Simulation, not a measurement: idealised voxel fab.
Herein follows the process module entitled voxel self aligned vias.
We display cut, a cross-section 290 nm in width whose square cells are each 5 nm.
Cross-section spec: square-cell grid; bands listed top down; each band is one or more rows. In this notation a band is specified by the heights of its top and bottom, in that order and in nm, after which its materials appear from left to right, each paired with its width in nm. The word "all across" attached to a single material means that material fills the band from edge to edge; the word "blank" stands for empty space. Heights are reckoned from 0. Under this level, the received wafer is all of one material. The bottommost band is open-ended downward, for example "0 and below". Width "30..40": first value at the band's top row of cells, second value at its bottom row, equal change from row to row. "nothing changed" (step): cross-section cells unchanged, all of them. The list in "Sealed void listing" covers empty spaces of 8 cells or more that cannot reach the top through any open way, and it gives each as width x height at distance; the distance is from the left edge, and width, height and distance are in nm. Read whatever lies past the settings on a step's line as the simulator's own remark about the step. A step's line can hold "overlay nm"; with a mask on that step, the setting says how far right of the planned place the mask lay, while a negative setting says it lay to the left.

STEPS IN THE PROCESS PLAN
| 1 | RECEIVE, material Si |
| 2 | CONFORMAL_DEP, material SiO2, thk nm 15 |
| 3 | CONFORMAL_DEP, material SiCN, thk nm 5 |
| 4 | DIRECTIONAL_DEP, material SiO2, thk nm 20 |
| 5 | MASKED_ETCH, tone open, mask id LINES, width nm 30, pitch nm 65, etch materials SiO2, depth nm 20, overlay nm 0 |
| 6 | CONFORMAL_DEP, material TiN, thk nm 5 |
| 7 | FILL_DEP, material Ru, thk nm 10 |
| 8 | CMP, height nm 40 |
| 9 | SELECTIVE_ETCH, etch materials W Ru TiN, depth nm 5 |
| 10 | FILL_DEP, material SiN, thk nm 10 |
| 11 | CMP, height nm 40 |
| 12 | DIRECTIONAL_DEP, material SiO2, thk nm 15 |
| 13 | DIRECTIONAL_DEP, material aC, thk nm 10 |
| 14 | PATTERN, tone open, mask id VIAS, material resist, width nm 40, pitch nm 130, thk nm 30, overlay nm 0 |
| 15 | DIRECTIONAL_ETCH, etch materials aC, depth nm 10 |
| 16 | STRIP, etch materials resist |
| 17 | DIRECTIONAL_ETCH, etch materials SiO2, depth nm 15 |
| 18 | DIRECTIONAL_ETCH, etch materials SiN, depth nm 5 |
| 19 | STRIP, etch materials aC |
| 20 | CONFORMAL_DEP, material TiN, thk nm 5 |
| 21 | FILL_DEP, material W, thk nm 10 |
| 22 | CMP, height nm 55 |
| 23 | CONFORMAL_DEP, material SiCN, thk nm 5 |

CROSS-SECTION, INCOMING MATERIAL, AFTER STEP 1
- 0 and below: Si all across
- Sealed void listing: none

THE PLAN ABOVE WAS CARRIED OUT ON THE STARTING STRUCTURE ABOVE WITH ONE MISTAKE, AND THIS CROSS-SECTION SHOWS THE WAFER AT THE END OF THE MODULE
- 60 down to 55: SiCN all across
- 55 down to 45: SiO2 60 nm / TiN 5 nm / W 30 nm / TiN 5 nm / SiO2 90 nm / TiN 5 nm / W 30 nm / TiN 5 nm / SiO2 60 nm
- 45 down to 40: SiO2 60 nm / TiN 10 nm / W 20 nm / TiN 10 nm / SiO2 90 nm / TiN 10 nm / W 20 nm / TiN 10 nm / SiO2 60 nm
- 40 down to 35: SiO2 65 nm / TiN 30 nm / SiO2 35 nm / SiN 30 nm / SiO2 35 nm / TiN 30 nm / SiO2 65 nm
- 35 down to 25: SiO2 65 nm / TiN 5 nm / Ru 20 nm / TiN 5 nm / SiO2 35 nm / TiN 5 nm / Ru 20 nm / TiN 5 nm / SiO2 35 nm / TiN 5 nm / Ru 20 nm / TiN 5 nm / SiO2 65 nm
- 25 down to 20: SiO2 65 nm / TiN 30 nm / SiO2 35 nm / TiN 30 nm / SiO2 35 nm / TiN 30 nm / SiO2 65 nm
- 20 down to 5: SiO2 all across
- 5 down to 0: SiCN all across
- 0 and below: Si all across
- Sealed void listing: none
what went wrong: steps 2 and 3 got flipped, so each one ran where the other should have
